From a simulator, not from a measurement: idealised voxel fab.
The following is a process module called voxel ribs on slabs.
The cross-section on display is named cut; it measures 240 nm wide, and its cells are 5 nm squares.
When this document writes out a cross-section, it uses a grid of square cells and lists it as bands, beginning at the top and moving down, with a band standing for one or more rows of cells.
Band: top height; bottom height; in nm. Then, left to right: material with width in nm, for each material. "throughout": a single material spanning edge to edge. "empty": empty space.
Height 0 is the level under which the wafer as received is all one material. The lowest band goes on downwards, as in "from 0 down".
A width such as "30 to 40" changes by the same amount from each row of cells to the next, from the band's top row to its bottom row.
What does "no change" mean for a step? It means no cell of the cross-section changed in that step.
Each empty space that has no open way to the top and spans at least 8 cells appears under "Trapped voids" as width x height at distance, the distance counted from the left edge, all in nm.
Formally, on a step line, whatever follows the settings is a remark that the simulator itself makes on the step.
Steps that use a mask can have "overlay nm" on their line. It says how far the mask sat to the right of where it was meant to be. Negative means to the left.
**plan**
| 1 | RECEIVE [material Si] |
| 2 | DIRECTIONAL_DEP [material SiO2] [thk nm 25] |
| 3 | DIRECTIONAL_DEP [material polySi] [thk nm 20] |
| 4 | PATTERN [tone cover] [mask id RIB] [material resist] [width nm 25] [thk nm 15] [overlay nm 0] |
| 5 | DIRECTIONAL_ETCH [etch materials polySi] [depth nm 5] |
| 6 | STRIP [etch materials resist] |
| 7 | PATTERN [tone cover] [mask id SLAB] [material resist] [width nm 75] [thk nm 20] [overlay nm 0] |
| 8 | DIRECTIONAL_ETCH [etch materials polySi] [depth nm 15] |
| 9 | STRIP [etch materials resist] |
| 10 | FILL_DEP [material SiO2] [thk nm 25] |
| 11 | CMP [height nm 65] |
| 12 | DIRECTIONAL_DEP [material TiN] [thk nm 10] |
| 13 | MASKED_ETCH [tone cover] [mask id HEATER] [width nm 35] [etch materials TiN] [depth nm 10] [overlay nm 0] |
| 14 | CONFORMAL_DEP [material SiO2] [thk nm 5] |
**As-received state of the wafer in cross-section, equivalent to post-step 1**
> from 0 down  Si throughout
> Trapped voids: none
**Starting wafer: above. Plan: above. Run: one mistake. Cross-section after the module: below**
> from 80 to 75  empty 105  SiO2 45  empty 90
> from 75 to 70  empty 105  SiO2 5  TiN 35  SiO2 5  empty 90
> from 70 to 65  SiO2 110  TiN 35  SiO2 95
> from 65 to 45  SiO2 throughout
> from 45 to 40  SiO2 105  polySi 25  SiO2 110
> from 40 to 25  SiO2 80  polySi 75  SiO2 85
> from 25 to 0  SiO2 throughout
> from 0 down  Si throughout
> Trapped voids: none
Heads up, the wafer didn't run the way we planned it: rather than as planned, step 13 actually ran as MASKED_ETCH [tone cover] [mask id HEATER] [width nm 35] [etch materials TiN] [depth nm 10] [overlay nm 10]
